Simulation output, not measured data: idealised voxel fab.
A process module follows: voxel wiring stack.
In the cross-section labelled cut, the width is 250 nm and each square cell is 5 nm.
This document writes a cross-section as a grid whose cells are square, and gives it as bands, listed from the top down; one or more rows of cells form a band. Band entry format. Leading values: height of top, height of bottom, nm. Remainder: materials in left-to-right order, each with its width in nm. Special words: "edge to edge" on a single material, which then fills the band edge to edge; "air", empty space. Heights are reckoned from 0. Under this level, the received wafer is all of one material. The bottommost band is open-ended downward, for example "0 down". So if you see something like "30 to 40" for the width, read it as the top row of the band sitting at the first number and the bottom row at the second, with every row in between moving by the same amount as the last. "no alterations made", as given for a step, is the statement that not any cell of the cross-section underwent a change during that step. Entry "Closed empty spaces" = empty spaces >= 8 cells with no open way to the top; each as width x height at distance, distance from left edge, all nm. Text after the settings on a step's line: the simulator's own remark on that step. If you see "overlay nm" on a step's line and that step has a mask, it's telling you how far right of where it was planned the mask ended up; a negative number means it went left instead.

### Process steps - plan
step 1: RECEIVE [material Si]
step 2: CONFORMAL_DEP [material SiO2] [thk nm 15]
step 3: CONFORMAL_DEP [material SiN] [thk nm 5]
step 4: DIRECTIONAL_DEP [material lowk] [thk nm 20]
step 5: MASKED_ETCH [tone open] [mask id METAL_1] [width nm 30] [pitch nm 60] [etch materials lowk] [depth nm 20] [overlay nm 0]
step 6: MASKED_ETCH [tone open] [mask id METAL_1] [width nm 30] [pitch nm 60] [etch materials SiN] [depth nm 5] [overlay nm 0]
step 7: CONFORMAL_DEP [material TiN] [thk nm 5]
step 8: FILL_DEP [material Cu] [thk nm 10]
step 9: CMP [height nm 40]
step 10: CONFORMAL_DEP [material SiCN] [thk nm 5]
step 11: DIRECTIONAL_DEP [material lowk] [thk nm 20]
step 12: PATTERN [tone open] [mask id PLUG_1] [material resist] [width nm 15] [pitch nm 60] [thk nm 15] [overlay nm 0]
step 13: DIRECTIONAL_ETCH [etch materials lowk] [depth nm 20]
step 14: DIRECTIONAL_ETCH [etch materials SiCN] [depth nm 5]
step 15: STRIP [etch materials resist]
step 16: CONFORMAL_DEP [material TiN] [thk nm 5]
step 17: FILL_DEP [material Ru] [thk nm 5]
step 18: CMP [height nm 65]
step 19: CONFORMAL_DEP [material SiN] [thk nm 5]
step 20: DIRECTIONAL_DEP [material SiO2] [thk nm 15]
step 21: DIRECTIONAL_DEP [material aC] [thk nm 15]
step 22: PATTERN [tone open] [mask id METAL_2] [material resist] [width nm 30] [pitch nm 60] [thk nm 35] [overlay nm 0]
step 23: DIRECTIONAL_ETCH [etch materials aC] [depth nm 15]
step 24: STRIP [etch materials resist]
step 25: DIRECTIONAL_ETCH [etch materials SiO2] [depth nm 15]
step 26: DIRECTIONAL_ETCH [etch materials SiN] [depth nm 5]
step 27: STRIP [etch materials aC]
step 28: CONFORMAL_DEP [material TiN] [thk nm 5]
step 29: FILL_DEP [material Cu] [thk nm 5]
step 30: CMP [height nm 85]
step 31: CONFORMAL_DEP [material SiN] [thk nm 5]

### Wafer as received: cross-section following step 1
> 0 down: Si edge to edge
> Closed empty spaces: none

### Result of the module, cross-sectioned: start per above, plan per above, one error in how it was run
> 90 to 85: SiN edge to edge
> 85 to 70: SiO2=50, TiN=5, Cu=20, TiN=5, SiO2=30, TiN=5, Cu=20, TiN=5, SiO2=30, TiN=5, Cu=20, TiN=5, SiO2=50
> 70 to 65: SiN=50, TiN=30, SiN=30, TiN=30, SiN=30, TiN=30, SiN=50
> 65 to 45: lowk=50, TiN=5, Ru=5, TiN=5, lowk=45, TiN=5, Ru=5, TiN=5, lowk=45, TiN=5, Ru=5, TiN=5, lowk=65
> 45 to 40: SiCN=50, TiN=15, SiCN=45, TiN=15, SiCN=45, TiN=15, SiCN=65
> 40 to 20: lowk=55, TiN=5, Cu=10, TiN=5, lowk=40, TiN=5, Cu=10, TiN=5, lowk=40, TiN=5, Cu=10, TiN=5, lowk=55
> 20 to 15: SiN=55, TiN=20, SiN=40, TiN=20, SiN=40, TiN=20, SiN=55
> 15 to 0: SiO2 edge to edge
> 0 down: Si edge to edge
> Closed empty spaces: none
Nonconformance to the process plan: step 5 went in with a setting other than planned; the actual run was MASKED_ETCH [tone open] [mask id METAL_1] [width nm 20] [pitch nm 60] [etch materials lowk] [depth nm 20] [overlay nm 0]
